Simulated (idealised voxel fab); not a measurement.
The following process module bears the name voxel self aligned vias.
Cross-sectional view cut (width: 150 nm; square cell size: 5 nm).
If you're reading a cross-section in this doc, picture square cells in a grid; it comes to you as bands, top ones listed first down to the bottom, and a band can be one or more rows of cells. Top, bottom (nm), then materials left to right with widths (nm); lone material tagged "all across" fills the whole band edge to edge; "blank" = empty space. Heights from 0 (as-received wafer is one material below). Bottom band endless downward, as "0 and below". Note: "30..40" means the width goes from the first number (top row of the band) to the second number (bottom row) in equal steps per row of cells. The designation "all unchanged", where it is given for a processing step, indicates that no cell of the cross-section was altered in the course of that step. Enclosed voids (no open way to top), threshold 8 cells or more, entry "Enclosed void entries", notation width x height at distance, distance from left edge, nm. What comes after the settings on a step's line is commentary from the simulator itself on that step. A step line may carry the setting "overlay nm", which, for steps involving a mask, states the distance by which the mask lay to the right of its intended position; negative values denote displacement to the left.
-- These are the steps we planned for the process
step 1: RECEIVE | material Si
step 2: CONFORMAL_DEP | material SiO2 | thk nm 10
step 3: CONFORMAL_DEP | material SiCN | thk nm 5
step 4: DIRECTIONAL_DEP | material SiO2 | thk nm 30
step 5: MASKED_ETCH | tone open | mask id LINES | width nm 30 | pitch nm 55 | etch materials SiO2 | depth nm 30 | overlay nm 0
step 6: CONFORMAL_DEP | material TiN | thk nm 5
step 7: FILL_DEP | material Ru | thk nm 5
step 8: CMP | height nm 45
step 9: SELECTIVE_ETCH | etch materials W Ru TiN | depth nm 10
step 10: FILL_DEP | material SiN | thk nm 10
step 11: CMP | height nm 45
step 12: DIRECTIONAL_DEP | material SiO2 | thk nm 15
step 13: PATTERN | tone open | mask id VIAS | material resist | width nm 40 | thk nm 20 | overlay nm 0
step 14: DIRECTIONAL_ETCH | etch materials SiO2 | depth nm 15
step 15: DIRECTIONAL_ETCH | etch materials SiN | depth nm 5
step 16: STRIP | etch materials resist
step 17: CONFORMAL_DEP | material TiN | thk nm 5
step 18: FILL_DEP | material Cu | thk nm 5
step 19: CMP | height nm 60
step 20: CONFORMAL_DEP | material SiCN | thk nm 5
Where the wafers of this document differ is in the depth nm of step 15; they start out the same, and the plan states the value that applied to the first wafer.
-- Cross-sectional view of the first of several wafers in the as-received condition, corresponding to the state following step 1
    0 and below: Si all across
    Enclosed void entries: none
-- So in this table every wafer gets its own row, and what you see is where it stands at the end of the module: for each material, how many cells it picked up (+) or gave up (-) since we received it, and after that its closed voids
depth nm 5; +16 Cu; +24 Ru; +60 SiCN; +18 SiN; +234 SiO2; +38 TiN; Enclosed void entries: none
depth nm 10; +20 Cu; +24 Ru; +60 SiCN; +12 SiN; +234 SiO2; +40 TiN; Enclosed void entries: none
depth nm 15; +20 Cu; +24 Ru; +60 SiCN; +12 SiN; +234 SiO2; +40 TiN; Enclosed void entries: none
depth nm 20; +20 Cu; +24 Ru; +60 SiCN; +12 SiN; +234 SiO2; +40 TiN; Enclosed void entries: none
depth nm 25; +20 Cu; +24 Ru; +60 SiCN; +12 SiN; +234 SiO2; +40 TiN; Enclosed void entries: none
